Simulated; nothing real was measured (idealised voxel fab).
You're looking at the process module voxel transistor to metal.
Square cell edge 5 nm, section width 185 nm, ID cut.
Cross-section spec: square-cell grid; bands listed top down; each band is one or more rows. Look at the band entry: it leads with the top's height and the bottom's height in nm. Then it lists the materials left to right, with a width in nm for each. The word "edge to edge" on a single material says that material fills the band edge to edge. The word "air" is empty space. Beneath 0, the wafer as received is one material, and that level is where height counting begins. The lowest band goes on downward without a bottom; it is written like "z 0 and below". The expression "30->40" gives the width at the extremes of the band, the first number at its top row of cells and the second at its bottom row, with the width changing by equal amounts from each row to the next in between. Step marked "nothing got changed"? Then no cell in the cross-section changed in it. For the entry "Tabulated closed voids", the listed items are empty spaces with no open way to the top whose size is 8 cells or more; each item follows the pattern width x height at distance, where distance is from the left edge and all three are in nm. after a step's settings: what the simulator itself notes on the step. overlay nm: for a step with a mask, the amount by which the mask lay right of where it was planned; a negative amount means left of it.

Steps planned for the process:
1. RECEIVE [material Si]
2. CONFORMAL_DEP [material SiO2] [thk nm 5]
3. CONFORMAL_DEP [material SiN] [thk nm 10]
4. PATTERN [tone cover] [mask id ACTIVE] [material resist] [width nm 85] [thk nm 20] [overlay nm 0]
5. DIRECTIONAL_ETCH [etch materials SiN] [depth nm 10]
6. DIRECTIONAL_ETCH [etch materials SiO2] [depth nm 5]
7. DIRECTIONAL_ETCH [etch materials Si] [depth nm 20]
8. STRIP [etch materials resist]
9. OXIDIZE [depth nm 5]
10. FILL_DEP [material SiO2] [thk nm 15]
11. CMP [height nm 15]
12. SELECTIVE_ETCH [etch materials SiO2] [depth nm 5]
13. STRIP [etch materials SiN]
14. SELECTIVE_ETCH [etch materials SiO2] [depth nm 5]
15. OXIDIZE [depth nm 5]
16. DIRECTIONAL_DEP [material polySi] [thk nm 25]
17. DIRECTIONAL_DEP [material SiCN] [thk nm 15]
18. DIRECTIONAL_DEP [material aC] [thk nm 10]
19. PATTERN [tone cover] [mask id GATE] [material resist] [width nm 15] [thk nm 25] [overlay nm 0]
20. DIRECTIONAL_ETCH [etch materials aC] [depth nm 10]
21. STRIP [etch materials resist]
22. DIRECTIONAL_ETCH [etch materials SiCN] [depth nm 25]
23. DIRECTIONAL_ETCH [etch materials polySi] [depth nm 35]
24. STRIP [etch materials aC]
25. CONFORMAL_DEP [material SiN] [thk nm 10]
26. DIRECTIONAL_ETCH [etch materials SiN] [depth nm 10]
27. DIRECTIONAL_ETCH [etch materials SiO2] [depth nm 5]
28. EPI [material SiGe] [thk nm 5]
29. FILL_DEP [material SiO2] [thk nm 10]
30. CMP [height nm 40]
31. DIRECTIONAL_DEP [material SiO2] [thk nm 15]
32. MASKED_ETCH [tone open] [mask id CONTACT] [width nm 15] [pitch nm 60] [etch materials SiO2] [depth nm 55] [overlay nm 0]
33. CONFORMAL_DEP [material TiN] [thk nm 5]
34. FILL_DEP [material W] [thk nm 5]
35. CMP [height nm 55]
36. CONFORMAL_DEP [material SiCN] [thk nm 5]
37. DIRECTIONAL_DEP [material SiO2] [thk nm 20]
38. PATTERN [tone open] [mask id METAL_1] [material resist] [width nm 15] [pitch nm 60] [thk nm 15] [overlay nm 0]
39. DIRECTIONAL_ETCH [etch materials SiO2] [depth nm 20]
40. DIRECTIONAL_ETCH [etch materials SiCN] [depth nm 5]
41. STRIP [etch materials resist]
42. CONFORMAL_DEP [material TiN] [thk nm 5]
43. FILL_DEP [material Cu] [thk nm 5]
44. CMP [height nm 80]
45. CONFORMAL_DEP [material SiN] [thk nm 5]

Run as planned: first of two wafers:

The cross-section here shows the wafer as received, i.e. in its state after step 1:
z 0 and below = Si edge to edge
Tabulated closed voids: none

Once step 2 is through, the wafer looks like this in cross-section:
z 5 to 0 = SiO2 edge to edge
Under 0: no change, same as before.

Once step 3 is through, the wafer looks like this in cross-section:
z 15 to 5 = SiN edge to edge
Under 5: no change, same as before.

Once step 4 is through, the wafer looks like this in cross-section:
z 35 to 15 = 50 air | 85 resist | 50 air
Under 15: no change, same as before.

Once step 5 is through, the wafer looks like this in cross-section:
z 35 to 15 = 50 air | 85 resist | 50 air
z 15 to 5 = 50 air | 85 SiN | 50 air
Under 5: no change, same as before.

Once step 6 is through, the wafer looks like this in cross-section:
z 35 to 15 = 50 air | 85 resist | 50 air
z 15 to 5 = 50 air | 85 SiN | 50 air
z 5 to 0 = 50 air | 85 SiO2 | 50 air
Under 0: no change, same as before.

Once step 7 is through, the wafer looks like this in cross-section:
z 35 to 15 = 50 air | 85 resist | 50 air
z 15 to 5 = 50 air | 85 SiN | 50 air
z 5 to 0 = 50 air | 85 SiO2 | 50 air
z 0 to -20 = 50 air | 85 Si | 50 air
Under -20: no change, same as before.

Once step 8 is through, the wafer looks like this in cross-section:
z 15 to 5 = 50 air | 85 SiN | 50 air
Under 5: no change, same as before.

Once step 9 is through, the wafer looks like this in cross-section:
z 15 to 5 = 50 air | 85 SiN | 50 air
z 5 to 0 = 50 air | 85 SiO2 | 50 air
z 0 to -20 = 50 air | 5 SiO2 | 75 Si | 5 SiO2 | 50 air
z -20 to -25 = 55 SiO2 | 75 Si | 55 SiO2
Under -25: no change, same as before.

Once step 10 is through, the wafer looks like this in cross-section:
z 30 to 15 = SiO2 edge to edge
z 15 to 5 = 50 SiO2 | 85 SiN | 50 SiO2
z 5 to 0 = SiO2 edge to edge
z 0 to -25 = 55 SiO2 | 75 Si | 55 SiO2
Under -25: no change, same as before.

Once step 11 is through, the wafer looks like this in cross-section:
z 15 to 5 = 50 SiO2 | 85 SiN | 50 SiO2
Under 5: no change, same as before.

Once step 12 is through, the wafer looks like this in cross-section:
z 15 to 10 = 50 air | 85 SiN | 50 air
Under 10: no change, same as before.

Once step 13 is through, the wafer looks like this in cross-section:
z 10 to 5 = 50 SiO2 | 85 air | 50 SiO2
Under 5: no change, same as before.

Once step 14 is through, the wafer looks like this in cross-section:
z 5 to 0 = 45 SiO2 | 95 air | 45 SiO2
Under 0: no change, same as before.

Once step 15 is through, the wafer looks like this in cross-section:
z 5 to 0 = 45 SiO2 | 95 air | 45 SiO2
z 0 to -5 = SiO2 edge to edge
Under -5: no change, same as before.

Once step 16 is through, the wafer looks like this in cross-section:
z 30 to 25 = 45 polySi | 95 air | 45 polySi
z 25 to 5 = polySi edge to edge
z 5 to 0 = 45 SiO2 | 95 polySi | 45 SiO2
Under 0: no change, same as before.

Once step 17 is through, the wafer looks like this in cross-section:
z 45 to 40 = 45 SiCN | 95 air | 45 SiCN
z 40 to 30 = SiCN edge to edge
z 30 to 25 = 45 polySi | 95 SiCN | 45 polySi
Under 25: no change, same as before.

Once step 18 is through, the wafer looks like this in cross-section:
z 55 to 50 = 45 aC | 95 air | 45 aC
z 50 to 45 = aC edge to edge
z 45 to 40 = 45 SiCN | 95 aC | 45 SiCN
Under 40: no change, same as before.

Once step 19 is through, the wafer looks like this in cross-section:
z 80 to 55 = 85 air | 15 resist | 85 air
z 55 to 50 = 45 aC | 40 air | 15 resist | 40 air | 45 aC
Under 50: no change, same as before.

Once step 20 is through, the wafer looks like this in cross-section:
z 70 to 50 = 85 air | 15 resist | 85 air
z 50 to 45 = 85 air | 15 aC | 85 air
z 45 to 40 = 45 SiCN | 40 air | 15 aC | 40 air | 45 SiCN
Under 40: no change, same as before.

Once step 21 is through, the wafer looks like this in cross-section:
z 50 to 45 = 85 air | 15 aC | 85 air
Under 45: no change, same as before.

Once step 22 is through, the wafer looks like this in cross-section:
z 50 to 40 = 85 air | 15 aC | 85 air
z 40 to 30 = 85 air | 15 SiCN | 85 air
z 30 to 25 = 45 polySi | 40 air | 15 SiCN | 40 air | 45 polySi
Under 25: no change, same as before.

Once step 23 is through, the wafer looks like this in cross-section:
z 50 to 40 = 85 air | 15 aC | 85 air
z 40 to 25 = 85 air | 15 SiCN | 85 air
z 25 to 5 = 85 air | 15 polySi | 85 air
z 5 to 0 = 45 SiO2 | 40 air | 15 polySi | 40 air | 45 SiO2
Under 0: no change, same as before.

Once step 24 is through, the wafer looks like this in cross-section:
z 40 to 25 = 85 air | 15 SiCN | 85 air
Under 25: no change, same as before.

Once step 25 is through, the wafer looks like this in cross-section:
z 50 to 40 = 75 air | 35 SiN | 75 air
z 40 to 25 = 75 air | 10 SiN | 15 SiCN | 10 SiN | 75 air
z 25 to 15 = 75 air | 10 SiN | 15 polySi | 10 SiN | 75 air
z 15 to 10 = 55 SiN | 20 air | 10 SiN | 15 polySi | 10 SiN | 20 air | 55 SiN
z 10 to 5 = 85 SiN | 15 polySi | 85 SiN
z 5 to 0 = 45 SiO2 | 40 SiN | 15 polySi | 40 SiN | 45 SiO2
Under 0: no change, same as before.

Once step 26 is through, the wafer looks like this in cross-section:
z 40 to 25 = 75 air | 10 SiN | 15 SiCN | 10 SiN | 75 air
z 25 to 5 = 75 air | 10 SiN | 15 polySi | 10 SiN | 75 air
z 5 to 0 = 45 SiO2 | 10 SiN | 20 air | 10 SiN | 15 polySi | 10 SiN | 20 air | 10 SiN | 45 SiO2
Under 0: no change, same as before.

Once step 27 is through, the wafer looks like this in cross-section:
z 40 to 25 = 75 air | 10 SiN | 15 SiCN | 10 SiN | 75 air
z 25 to 5 = 75 air | 10 SiN | 15 polySi | 10 SiN | 75 air
z 5 to 0 = 45 air | 10 SiN | 20 air | 10 SiN | 15 polySi | 10 SiN | 20 air | 10 SiN | 45 air
z 0 to -5 = 55 SiO2 | 20 air | 35 SiO2 | 20 air | 55 SiO2
Under -5: no change, same as before.

Once step 28 is through, the wafer looks like this in cross-section:
z 40 to 25 = 75 air | 10 SiN | 15 SiCN | 10 SiN | 75 air
z 25 to 5 = 75 air | 10 SiN | 15 polySi | 10 SiN | 75 air
z 5 to 0 = 45 air | 10 SiN | 20 air | 10 SiN | 15 polySi | 10 SiN | 20 air | 10 SiN | 45 air
z 0 to -5 = 55 SiO2 | 20 SiGe | 35 SiO2 | 20 SiGe | 55 SiO2
Under -5: no change, same as before.

Once step 29 is through, the wafer looks like this in cross-section:
z 50 to 40 = SiO2 edge to edge
z 40 to 25 = 75 SiO2 | 10 SiN | 15 SiCN | 10 SiN | 75 SiO2
z 25 to 5 = 75 SiO2 | 10 SiN | 15 polySi | 10 SiN | 75 SiO2
z 5 to 0 = 45 SiO2 | 10 SiN | 20 SiO2 | 10 SiN | 15 polySi | 10 SiN | 20 SiO2 | 10 SiN | 45 SiO2
Under 0: no change, same as before.

Once step 30 is through, the wafer looks like this in cross-section:
z 40 to 25 = 75 SiO2 | 10 SiN | 15 SiCN | 10 SiN | 75 SiO2
Under 25: no change, same as before.

Once step 31 is through, the wafer looks like this in cross-section:
z 55 to 40 = SiO2 edge to edge
Under 40: no change, same as before.

Once step 32 is through, the wafer looks like this in cross-section:
z 55 to 40 = 55 SiO2 | 15 air | 45 SiO2 | 15 air | 55 SiO2
z 40 to 25 = 55 SiO2 | 15 air | 5 SiO2 | 10 SiN | 15 SiCN | 10 SiN | 5 SiO2 | 15 air | 55 SiO2
z 25 to 5 = 55 SiO2 | 15 air | 5 SiO2 | 10 SiN | 15 polySi | 10 SiN | 5 SiO2 | 15 air | 55 SiO2
z 5 to 0 = 45 SiO2 | 10 SiN | 15 air | 5 SiO2 | 10 SiN | 15 polySi | 10 SiN | 5 SiO2 | 15 air | 10 SiN | 45 SiO2
Under 0: no change, same as before.

Once step 33 is through, the wafer looks like this in cross-section:
z 60 to 55 = 60 TiN | 5 air | 55 TiN | 5 air | 60 TiN
z 55 to 40 = 55 SiO2 | 5 TiN | 5 air | 5 TiN | 45 SiO2 | 5 TiN | 5 air | 5 TiN | 55 SiO2
z 40 to 25 = 55 SiO2 | 5 TiN | 5 air | 5 TiN | 5 SiO2 | 10 SiN | 15 SiCN | 10 SiN | 5 SiO2 | 5 TiN | 5 air | 5 TiN | 55 SiO2
z 25 to 5 = 55 SiO2 | 5 TiN | 5 air | 5 TiN | 5 SiO2 | 10 SiN | 15 polySi | 10 SiN | 5 SiO2 | 5 TiN | 5 air | 5 TiN | 55 SiO2
z 5 to 0 = 45 SiO2 | 10 SiN | 15 TiN | 5 SiO2 | 10 SiN | 15 polySi | 10 SiN | 5 SiO2 | 15 TiN | 10 SiN | 45 SiO2
Under 0: no change, same as before.

Once step 34 is through, the wafer looks like this in cross-section:
z 65 to 60 = W edge to edge
z 60 to 55 = 60 TiN | 5 W | 55 TiN | 5 W | 60 TiN
z 55 to 40 = 55 SiO2 | 5 TiN | 5 W | 5 TiN | 45 SiO2 | 5 TiN | 5 W | 5 TiN | 55 SiO2
z 40 to 25 = 55 SiO2 | 5 TiN | 5 W | 5 TiN | 5 SiO2 | 10 SiN | 15 SiCN | 10 SiN | 5 SiO2 | 5 TiN | 5 W | 5 TiN | 55 SiO2
z 25 to 5 = 55 SiO2 | 5 TiN | 5 W | 5 TiN | 5 SiO2 | 10 SiN | 15 polySi | 10 SiN | 5 SiO2 | 5 TiN | 5 W | 5 TiN | 55 SiO2
Under 5: no change, same as before.

Once step 35 is through, the wafer looks like this in cross-section:
z 55 to 40 = 55 SiO2 | 5 TiN | 5 W | 5 TiN | 45 SiO2 | 5 TiN | 5 W | 5 TiN | 55 SiO2
Under 40: no change, same as before.

Once step 36 is through, the wafer looks like this in cross-section:
z 60 to 55 = SiCN edge to edge
Under 55: no change, same as before.

Once step 37 is through, the wafer looks like this in cross-section:
z 80 to 60 = SiO2 edge to edge
Under 60: no change, same as before.

Once step 38 is through, the wafer looks like this in cross-section:
z 95 to 80 = 55 resist | 15 air | 45 resist | 15 air | 55 resist
Under 80: no change, same as before.

Once step 39 is through, the wafer looks like this in cross-section:
z 95 to 80 = 55 resist | 15 air | 45 resist | 15 air | 55 resist
z 80 to 60 = 55 SiO2 | 15 air | 45 SiO2 | 15 air | 55 SiO2
Under 60: no change, same as before.

Once step 40 is through, the wafer looks like this in cross-section:
z 95 to 80 = 55 resist | 15 air | 45 resist | 15 air | 55 resist
z 80 to 60 = 55 SiO2 | 15 air | 45 SiO2 | 15 air | 55 SiO2
z 60 to 55 = 55 SiCN | 15 air | 45 SiCN | 15 air | 55 SiCN
Under 55: no change, same as before.

Once step 41 is through, the wafer looks like this in cross-section:
z 80 to 60 = 55 SiO2 | 15 air | 45 SiO2 | 15 air | 55 SiO2
Under 60: no change, same as before.

Once step 42 is through, the wafer looks like this in cross-section:
z 85 to 80 = 60 TiN | 5 air | 55 TiN | 5 air | 60 TiN
z 80 to 60 = 55 SiO2 | 5 TiN | 5 air | 5 TiN | 45 SiO2 | 5 TiN | 5 air | 5 TiN | 55 SiO2
z 60 to 55 = 55 SiCN | 15 TiN | 45 SiCN | 15 TiN | 55 SiCN
Under 55: no change, same as before.

Once step 43 is through, the wafer looks like this in cross-section:
z 90 to 85 = Cu edge to edge
z 85 to 80 = 60 TiN | 5 Cu | 55 TiN | 5 Cu | 60 TiN
z 80 to 60 = 55 SiO2 | 5 TiN | 5 Cu | 5 TiN | 45 SiO2 | 5 TiN | 5 Cu | 5 TiN | 55 SiO2
Under 60: no change, same as before.

Once step 44 is through, the wafer looks like this in cross-section:
z 80 to 60 = 55 SiO2 | 5 TiN | 5 Cu | 5 TiN | 45 SiO2 | 5 TiN | 5 Cu | 5 TiN | 55 SiO2
Under 60: no change, same as before.

Once step 45 is through, the wafer looks like this in cross-section:
z 85 to 80 = SiN edge to edge
Under 80: no change, same as before.

Okay, second wafer. Nothing different at the start, nothing different in the plan, just one mistake somewhere in the running. As far as step 24, counting that step, it's the first wafer all over again:

Cross-sectional representation of the second wafer at the time designated in the plan for the completion of step 25:
z 55 to 40 = 70 air | 45 SiN | 70 air
z 40 to 25 = 70 air | 15 SiN | 15 SiCN | 15 SiN | 70 air
z 25 to 20 = 70 air | 15 SiN | 15 polySi | 15 SiN | 70 air
z 20 to 15 = 60 SiN | 10 air | 15 SiN | 15 polySi | 15 SiN | 10 air | 60 SiN
z 15 to 5 = 85 SiN | 15 polySi | 85 SiN
z 5 to 0 = 45 SiO2 | 40 SiN | 15 polySi | 40 SiN | 45 SiO2
Under 0: no change, same as before.

Cross-sectional representation of the second wafer at the time designated in the plan for the completion of step 26:
z 45 to 40 = 70 air | 45 SiN | 70 air
z 40 to 25 = 70 air | 15 SiN | 15 SiCN | 15 SiN | 70 air
z 25 to 10 = 70 air | 15 SiN | 15 polySi | 15 SiN | 70 air
z 10 to 5 = 60 SiN | 10 air | 15 SiN | 15 polySi | 15 SiN | 10 air | 60 SiN
Under 5: no change, same as before.

Cross-sectional representation of the second wafer at the time designated in the plan for the completion of step 27: nothing got changed

Cross-sectional representation of the second wafer at the time designated in the plan for the completion of step 28: nothing got changed

Cross-sectional representation of the second wafer at the time designated in the plan for the completion of step 29:
z 55 to 45 = SiO2 edge to edge
z 45 to 40 = 70 SiO2 | 45 SiN | 70 SiO2
z 40 to 25 = 70 SiO2 | 15 SiN | 15 SiCN | 15 SiN | 70 SiO2
z 25 to 10 = 70 SiO2 | 15 SiN | 15 polySi | 15 SiN | 70 SiO2
z 10 to 5 = 60 SiN | 10 SiO2 | 15 SiN | 15 polySi | 15 SiN | 10 SiO2 | 60 SiN
Under 5: no change, same as before.

Cross-sectional representation of the second wafer at the time designated in the plan for the completion of step 30:
z 40 to 25 = 70 SiO2 | 15 SiN | 15 SiCN | 15 SiN | 70 SiO2
Under 25: no change, same as before.

Cross-sectional representation of the second wafer at the time designated in the plan for the completion of step 31:
z 55 to 40 = SiO2 edge to edge
Under 40: no change, same as before.

Cross-sectional representation of the second wafer at the time designated in the plan for the completion of step 32:
z 55 to 40 = 55 SiO2 | 15 air | 45 SiO2 | 15 air | 55 SiO2
z 40 to 25 = 55 SiO2 | 15 air | 15 SiN | 15 SiCN | 15 SiN | 15 air | 55 SiO2
z 25 to 10 = 55 SiO2 | 15 air | 15 SiN | 15 polySi | 15 SiN | 15 air | 55 SiO2
z 10 to 5 = 60 SiN | 10 air | 15 SiN | 15 polySi | 15 SiN | 10 air | 60 SiN
Under 5: no change, same as before.

Cross-sectional representation of the second wafer at the time designated in the plan for the completion of step 33:
z 60 to 55 = 60 TiN | 5 air | 55 TiN | 5 air | 60 TiN
z 55 to 40 = 55 SiO2 | 5 TiN | 5 air | 5 TiN | 45 SiO2 | 5 TiN | 5 air | 5 TiN | 55 SiO2
z 40 to 25 = 55 SiO2 | 5 TiN | 5 air | 5 TiN | 15 SiN | 15 SiCN | 15 SiN | 5 TiN | 5 air | 5 TiN | 55 SiO2
z 25 to 15 = 55 SiO2 | 5 TiN | 5 air | 5 TiN | 15 SiN | 15 polySi | 15 SiN | 5 TiN | 5 air | 5 TiN | 55 SiO2
z 15 to 10 = 55 SiO2 | 15 TiN | 15 SiN | 15 polySi | 15 SiN | 15 TiN | 55 SiO2
z 10 to 5 = 60 SiN | 10 TiN | 15 SiN | 15 polySi | 15 SiN | 10 TiN | 60 SiN
Under 5: no change, same as before.

Cross-sectional representation of the second wafer at the time designated in the plan for the completion of step 34:
z 65 to 60 = W edge to edge
z 60 to 55 = 60 TiN | 5 W | 55 TiN | 5 W | 60 TiN
z 55 to 40 = 55 SiO2 | 5 TiN | 5 W | 5 TiN | 45 SiO2 | 5 TiN | 5 W | 5 TiN | 55 SiO2
z 40 to 25 = 55 SiO2 | 5 TiN | 5 W | 5 TiN | 15 SiN | 15 SiCN | 15 SiN | 5 TiN | 5 W | 5 TiN | 55 SiO2
z 25 to 15 = 55 SiO2 | 5 TiN | 5 W | 5 TiN | 15 SiN | 15 polySi | 15 SiN | 5 TiN | 5 W | 5 TiN | 55 SiO2
Under 15: no change, same as before.

Cross-sectional representation of the second wafer at the time designated in the plan for the completion of step 35:
z 55 to 40 = 55 SiO2 | 5 TiN | 5 W | 5 TiN | 45 SiO2 | 5 TiN | 5 W | 5 TiN | 55 SiO2
Under 40: no change, same as before.

Cross-sectional representation of the second wafer at the time designated in the plan for the completion of step 36:
z 60 to 55 = SiCN edge to edge
Under 55: no change, same as before.

Cross-sectional representation of the second wafer at the time designated in the plan for the completion of step 37:
z 80 to 60 = SiO2 edge to edge
Under 60: no change, same as before.

Cross-sectional representation of the second wafer at the time designated in the plan for the completion of step 38:
z 95 to 80 = 55 resist | 15 air | 45 resist | 15 air | 55 resist
Under 80: no change, same as before.

Cross-sectional representation of the second wafer at the time designated in the plan for the completion of step 39:
z 95 to 80 = 55 resist | 15 air | 45 resist | 15 air | 55 resist
z 80 to 60 = 55 SiO2 | 15 air | 45 SiO2 | 15 air | 55 SiO2
Under 60: no change, same as before.

Cross-sectional representation of the second wafer at the time designated in the plan for the completion of step 40:
z 95 to 80 = 55 resist | 15 air | 45 resist | 15 air | 55 resist
z 80 to 60 = 55 SiO2 | 15 air | 45 SiO2 | 15 air | 55 SiO2
z 60 to 55 = 55 SiCN | 15 air | 45 SiCN | 15 air | 55 SiCN
Under 55: no change, same as before.

Cross-sectional representation of the second wafer at the time designated in the plan for the completion of step 41:
z 80 to 60 = 55 SiO2 | 15 air | 45 SiO2 | 15 air | 55 SiO2
Under 60: no change, same as before.

Cross-sectional representation of the second wafer at the time designated in the plan for the completion of step 42:
z 85 to 80 = 60 TiN | 5 air | 55 TiN | 5 air | 60 TiN
z 80 to 60 = 55 SiO2 | 5 TiN | 5 air | 5 TiN | 45 SiO2 | 5 TiN | 5 air | 5 TiN | 55 SiO2
z 60 to 55 = 55 SiCN | 15 TiN | 45 SiCN | 15 TiN | 55 SiCN
Under 55: no change, same as before.

Cross-sectional representation of the second wafer at the time designated in the plan for the completion of step 43:
z 90 to 85 = Cu edge to edge
z 85 to 80 = 60 TiN | 5 Cu | 55 TiN | 5 Cu | 60 TiN
z 80 to 60 = 55 SiO2 | 5 TiN | 5 Cu | 5 TiN | 45 SiO2 | 5 TiN | 5 Cu | 5 TiN | 55 SiO2
Under 60: no change, same as before.

Cross-sectional representation of the second wafer at the time designated in the plan for the completion of step 44:
z 80 to 60 = 55 SiO2 | 5 TiN | 5 Cu | 5 TiN | 45 SiO2 | 5 TiN | 5 Cu | 5 TiN | 55 SiO2
Under 60: no change, same as before.

Cross-sectional representation of the second wafer at the time designated in the plan for the completion of step 45:
z 85 to 80 = SiN edge to edge
Under 80: no change, same as before.
Plan not followed: rather than as planned, step 25 actually ran as CONFORMAL_DEP [material SiN] [thk nm 15]
End check, counted in cells, second wafer has more or fewer of these materials than the first: SiGe -8, SiN +46, SiO2 -30, TiN -4, W -4
